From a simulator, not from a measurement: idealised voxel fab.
Process module under the name voxel plated lines
The cross-section on display is named cut; it measures 225 nm wide, and its cells are 5 nm squares.
In what follows, cross-sections appear as grids of square cells, described through bands that run from the top down, where every band is one or more rows of cells. This entry defines a band. It first specifies the height of the band's top and the height of its bottom in nm, and then specifies the band's materials from left to right, stating each material with its width in nm. The word "everywhere" identifies a single material that fills the band from edge to edge, while the word "blank" identifies empty space. Beneath 0, the wafer as received is one material, and that level is where height counting begins. The lowest band goes on downward without a bottom; it is written like "0 nm and below". Width: "30->40" (first number = top row, second number = bottom row, same change from row to row of cells). "everything unchanged", as given for a step, is the statement that not any cell of the cross-section underwent a change during that step. "Closed void inventory" means: voids of 8 cells or more that are shut off from the top with no open way through. Written width x height at distance, distance from the left edge, in nm. Step line, after settings: the simulator's comment on this step. On any step carrying a mask, the "overlay nm" setting, if present on the step's line, tells how far right of its planned place the mask lay; negative values point to the left.

**Listed below are the process steps as planned**
1,RECEIVE with material Si
2,CONFORMAL_DEP with material Al2O3, thk nm 10
3,DIRECTIONAL_DEP with material TiN, thk nm 5
4,PATTERN with tone open, mask id LINES, material resist, width nm 25, pitch nm 55, thk nm 15, overlay nm 0
5,EPI with material Ru, thk nm 10
6,STRIP with etch materials resist
7,DIRECTIONAL_ETCH with etch materials TiN, depth nm 5
8,CONFORMAL_DEP with material SiO2, thk nm 10

**Received-state cross-section, reflecting completion of step 1**
0 nm and below  Si everywhere
Closed void inventory: none

**Look at the cross-section after the module: the wafer started out the way shown above and the plan was the one shown above, yet one mistake was made along the way**
30 nm to 25 nm  blank=65  SiO2=35  blank=20  SiO2=35  blank=70
25 nm to 15 nm  blank=65  SiO2=5  Ru=25  SiO2=5  blank=20  SiO2=5  Ru=25  SiO2=5  blank=70
15 nm to 10 nm  SiO2=70  TiN=25  SiO2=30  TiN=25  SiO2=75
10 nm to 0 nm  Al2O3 everywhere
0 nm and below  Si everywhere
Closed void inventory: none
In executing the process, a mistake was made relative to the plan: for step 8, the planned setting was not used; the step was instead run as CONFORMAL_DEP with material SiO2, thk nm 5
